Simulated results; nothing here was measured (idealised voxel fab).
A process module follows: voxel air gaps.
Xsec cut, 290 nm wide, square cell size 5 nm.
If you're reading a cross-section in this doc, picture square cells in a grid; it comes to you as bands, top ones listed first down to the bottom, and a band can be one or more rows of cells. A band entry consists of two parts. The first gives the height of the band's top and the height of its bottom, in nm. The rest lists the band's materials from left to right, each with its width in nm. A single material labelled with the word "everywhere" fills the band from edge to edge, and the word "blank" marks empty space. Counting heights begins at 0, where everything beneath is, in the wafer as received, one material. The lowest band has no bottom; it goes on downwards, as "0 down" shows. You'd read "30..40" like this: the band's top row of cells is as wide as the first number, its bottom row is as wide as the second, and going down, every row changes width by the same amount as the row before did. Given "left unchanged" for a step, no cell of the cross-section differs between before and after that step. "Unvented cavities" specifies each empty space that is not open to the top and that occupies no fewer than 8 cells, using the form width x height at distance, the distance measured from the left edge and all three quantities in nm. If you see something after the settings on a step's line, that's the simulator's own remark about that step. "overlay nm", when on a step's line for a step with a mask, measures how far to the right of its planned place the mask lay; a negative measure means to the left.
# The process steps that were planned are listed below
step 1: RECEIVE (material Si)
step 2: CONFORMAL_DEP (material SiO2; thk nm 15)
step 3: CONFORMAL_DEP (material SiN; thk nm 5)
step 4: DIRECTIONAL_DEP (material lowk; thk nm 35)
step 5: MASKED_ETCH (tone open; mask id LINES; width nm 20; pitch nm 50; etch materials lowk; depth nm 35; overlay nm 0)
step 6: CONFORMAL_DEP (material TiN; thk nm 5)
step 7: FILL_DEP (material Cu; thk nm 10)
step 8: CMP (height nm 55)
step 9: EPI (material Ru; thk nm 10)
step 10: SELECTIVE_ETCH (etch materials lowk; depth nm 45)
step 11: CONFORMAL_DEP (material SiCN; thk nm 5)
# Run as planned: first of two wafers
# Wafer as received: cross-section following step 1
    0 down = Si everywhere
    Unvented cavities: none
# State of the wafer after step 2, shown in cross-section
    15 to 0 = SiO2 everywhere
    No changes below 0.
# State of the wafer after step 3, shown in cross-section
    20 to 15 = SiN everywhere
    No changes below 15.
# State of the wafer after step 4, shown in cross-section
    55 to 20 = lowk everywhere
    No changes below 20.
# State of the wafer after step 5, shown in cross-section
    55 to 20 = lowk 60 nm  blank 20 nm  lowk 30 nm  blank 20 nm  lowk 30 nm  blank 20 nm  lowk 30 nm  blank 20 nm  lowk 60 nm
    No changes below 20.
# State of the wafer after step 6, shown in cross-section
    60 to 55 = TiN 65 nm  blank 10 nm  TiN 40 nm  blank 10 nm  TiN 40 nm  blank 10 nm  TiN 40 nm  blank 10 nm  TiN 65 nm
    55 to 25 = lowk 60 nm  TiN 5 nm  blank 10 nm  TiN 5 nm  lowk 30 nm  TiN 5 nm  blank 10 nm  TiN 5 nm  lowk 30 nm  TiN 5 nm  blank 10 nm  TiN 5 nm  lowk 30 nm  TiN 5 nm  blank 10 nm  TiN 5 nm  lowk 60 nm
    25 to 20 = lowk 60 nm  TiN 20 nm  lowk 30 nm  TiN 20 nm  lowk 30 nm  TiN 20 nm  lowk 30 nm  TiN 20 nm  lowk 60 nm
    No changes below 20.
# State of the wafer after step 7, shown in cross-section
    70 to 60 = Cu everywhere
    60 to 55 = TiN 65 nm  Cu 10 nm  TiN 40 nm  Cu 10 nm  TiN 40 nm  Cu 10 nm  TiN 40 nm  Cu 10 nm  TiN 65 nm
    55 to 25 = lowk 60 nm  TiN 5 nm  Cu 10 nm  TiN 5 nm  lowk 30 nm  TiN 5 nm  Cu 10 nm  TiN 5 nm  lowk 30 nm  TiN 5 nm  Cu 10 nm  TiN 5 nm  lowk 30 nm  TiN 5 nm  Cu 10 nm  TiN 5 nm  lowk 60 nm
    No changes below 25.
# State of the wafer after step 8, shown in cross-section
    55 to 25 = lowk 60 nm  TiN 5 nm  Cu 10 nm  TiN 5 nm  lowk 30 nm  TiN 5 nm  Cu 10 nm  TiN 5 nm  lowk 30 nm  TiN 5 nm  Cu 10 nm  TiN 5 nm  lowk 30 nm  TiN 5 nm  Cu 10 nm  TiN 5 nm  lowk 60 nm
    No changes below 25.
# State of the wafer after step 9, shown in cross-section
    65 to 55 = blank 50 nm  Ru 40 nm  blank 10 nm  Ru 40 nm  blank 10 nm  Ru 40 nm  blank 10 nm  Ru 40 nm  blank 50 nm
    No changes below 55.
# State of the wafer after step 10, shown in cross-section
    65 to 55 = blank 50 nm  Ru 40 nm  blank 10 nm  Ru 40 nm  blank 10 nm  Ru 40 nm  blank 10 nm  Ru 40 nm  blank 50 nm
    55 to 25 = blank 60 nm  TiN 5 nm  Cu 10 nm  TiN 5 nm  blank 30 nm  TiN 5 nm  Cu 10 nm  TiN 5 nm  blank 30 nm  TiN 5 nm  Cu 10 nm  TiN 5 nm  blank 30 nm  TiN 5 nm  Cu 10 nm  TiN 5 nm  blank 60 nm
    25 to 20 = blank 60 nm  TiN 20 nm  blank 30 nm  TiN 20 nm  blank 30 nm  TiN 20 nm  blank 30 nm  TiN 20 nm  blank 60 nm
    No changes below 20.
# State of the wafer after step 11, shown in cross-section
    70 to 65 = blank 45 nm  SiCN 200 nm  blank 45 nm
    65 to 55 = blank 45 nm  SiCN 5 nm  Ru 40 nm  SiCN 10 nm  Ru 40 nm  SiCN 10 nm  Ru 40 nm  SiCN 10 nm  Ru 40 nm  SiCN 5 nm  blank 45 nm
    55 to 50 = blank 45 nm  SiCN 15 nm  TiN 5 nm  Cu 10 nm  TiN 5 nm  SiCN 30 nm  TiN 5 nm  Cu 10 nm  TiN 5 nm  SiCN 30 nm  TiN 5 nm  Cu 10 nm  TiN 5 nm  SiCN 30 nm  TiN 5 nm  Cu 10 nm  TiN 5 nm  SiCN 15 nm  blank 45 nm
    50 to 25 = blank 55 nm  SiCN 5 nm  TiN 5 nm  Cu 10 nm  TiN 5 nm  SiCN 5 nm  blank 20 nm  SiCN 5 nm  TiN 5 nm  Cu 10 nm  TiN 5 nm  SiCN 5 nm  blank 20 nm  SiCN 5 nm  TiN 5 nm  Cu 10 nm  TiN 5 nm  SiCN 5 nm  blank 20 nm  SiCN 5 nm  TiN 5 nm  Cu 10 nm  TiN 5 nm  SiCN 5 nm  blank 55 nm
    25 to 20 = SiCN 60 nm  TiN 20 nm  SiCN 30 nm  TiN 20 nm  SiCN 30 nm  TiN 20 nm  SiCN 30 nm  TiN 20 nm  SiCN 60 nm
    No changes below 20.
    Unvented cavities: 20 x 25 at 85; 20 x 25 at 135; 20 x 25 at 185
# The second wafer: identical to the first at the outset and in its planned sequence, differing only in that one mistake was made during processing; up to and including step 4, its path is the first wafer's path
# Second wafer, cross-section, planned end of step 5
    55 to 20 = lowk 55 nm  blank 20 nm  lowk 30 nm  blank 20 nm  lowk 30 nm  blank 20 nm  lowk 30 nm  blank 20 nm  lowk 65 nm
    No changes below 20.
# Second wafer, cross-section, planned end of step 6
    60 to 55 = TiN 60 nm  blank 10 nm  TiN 40 nm  blank 10 nm  TiN 40 nm  blank 10 nm  TiN 40 nm  blank 10 nm  TiN 70 nm
    55 to 25 = lowk 55 nm  TiN 5 nm  blank 10 nm  TiN 5 nm  lowk 30 nm  TiN 5 nm  blank 10 nm  TiN 5 nm  lowk 30 nm  TiN 5 nm  blank 10 nm  TiN 5 nm  lowk 30 nm  TiN 5 nm  blank 10 nm  TiN 5 nm  lowk 65 nm
    25 to 20 = lowk 55 nm  TiN 20 nm  lowk 30 nm  TiN 20 nm  lowk 30 nm  TiN 20 nm  lowk 30 nm  TiN 20 nm  lowk 65 nm
    No changes below 20.
# Second wafer, cross-section, planned end of step 7
    70 to 60 = Cu everywhere
    60 to 55 = TiN 60 nm  Cu 10 nm  TiN 40 nm  Cu 10 nm  TiN 40 nm  Cu 10 nm  TiN 40 nm  Cu 10 nm  TiN 70 nm
    55 to 25 = lowk 55 nm  TiN 5 nm  Cu 10 nm  TiN 5 nm  lowk 30 nm  TiN 5 nm  Cu 10 nm  TiN 5 nm  lowk 30 nm  TiN 5 nm  Cu 10 nm  TiN 5 nm  lowk 30 nm  TiN 5 nm  Cu 10 nm  TiN 5 nm  lowk 65 nm
    No changes below 25.
# Second wafer, cross-section, planned end of step 8
    55 to 25 = lowk 55 nm  TiN 5 nm  Cu 10 nm  TiN 5 nm  lowk 30 nm  TiN 5 nm  Cu 10 nm  TiN 5 nm  lowk 30 nm  TiN 5 nm  Cu 10 nm  TiN 5 nm  lowk 30 nm  TiN 5 nm  Cu 10 nm  TiN 5 nm  lowk 65 nm
    No changes below 25.
# Second wafer, cross-section, planned end of step 9
    65 to 55 = blank 45 nm  Ru 40 nm  blank 10 nm  Ru 40 nm  blank 10 nm  Ru 40 nm  blank 10 nm  Ru 40 nm  blank 55 nm
    No changes below 55.
# Second wafer, cross-section, planned end of step 10
    65 to 55 = blank 45 nm  Ru 40 nm  blank 10 nm  Ru 40 nm  blank 10 nm  Ru 40 nm  blank 10 nm  Ru 40 nm  blank 55 nm
    55 to 25 = blank 55 nm  TiN 5 nm  Cu 10 nm  TiN 5 nm  blank 30 nm  TiN 5 nm  Cu 10 nm  TiN 5 nm  blank 30 nm  TiN 5 nm  Cu 10 nm  TiN 5 nm  blank 30 nm  TiN 5 nm  Cu 10 nm  TiN 5 nm  blank 65 nm
    25 to 20 = blank 55 nm  TiN 20 nm  blank 30 nm  TiN 20 nm  blank 30 nm  TiN 20 nm  blank 30 nm  TiN 20 nm  blank 65 nm
    No changes below 20.
# Second wafer, cross-section, planned end of step 11
    70 to 65 = blank 40 nm  SiCN 200 nm  blank 50 nm
    65 to 55 = blank 40 nm  SiCN 5 nm  Ru 40 nm  SiCN 10 nm  Ru 40 nm  SiCN 10 nm  Ru 40 nm  SiCN 10 nm  Ru 40 nm  SiCN 5 nm  blank 50 nm
    55 to 50 = blank 40 nm  SiCN 15 nm  TiN 5 nm  Cu 10 nm  TiN 5 nm  SiCN 30 nm  TiN 5 nm  Cu 10 nm  TiN 5 nm  SiCN 30 nm  TiN 5 nm  Cu 10 nm  TiN 5 nm  SiCN 30 nm  TiN 5 nm  Cu 10 nm  TiN 5 nm  SiCN 15 nm  blank 50 nm
    50 to 25 = blank 50 nm  SiCN 5 nm  TiN 5 nm  Cu 10 nm  TiN 5 nm  SiCN 5 nm  blank 20 nm  SiCN 5 nm  TiN 5 nm  Cu 10 nm  TiN 5 nm  SiCN 5 nm  blank 20 nm  SiCN 5 nm  TiN 5 nm  Cu 10 nm  TiN 5 nm  SiCN 5 nm  blank 20 nm  SiCN 5 nm  TiN 5 nm  Cu 10 nm  TiN 5 nm  SiCN 5 nm  blank 60 nm
    25 to 20 = SiCN 55 nm  TiN 20 nm  SiCN 30 nm  TiN 20 nm  SiCN 30 nm  TiN 20 nm  SiCN 30 nm  TiN 20 nm  SiCN 65 nm
    No changes below 20.
    Unvented cavities: 20 x 25 at 80; 20 x 25 at 130; 20 x 25 at 180
Diagnosis: step 5 off recipe, ran as MASKED_ETCH (tone open; mask id LINES; width nm 20; pitch nm 50; etch materials lowk; depth nm 35; overlay nm -5)
at the end the second wafer has, in cells: as many of each material as the first, in other places
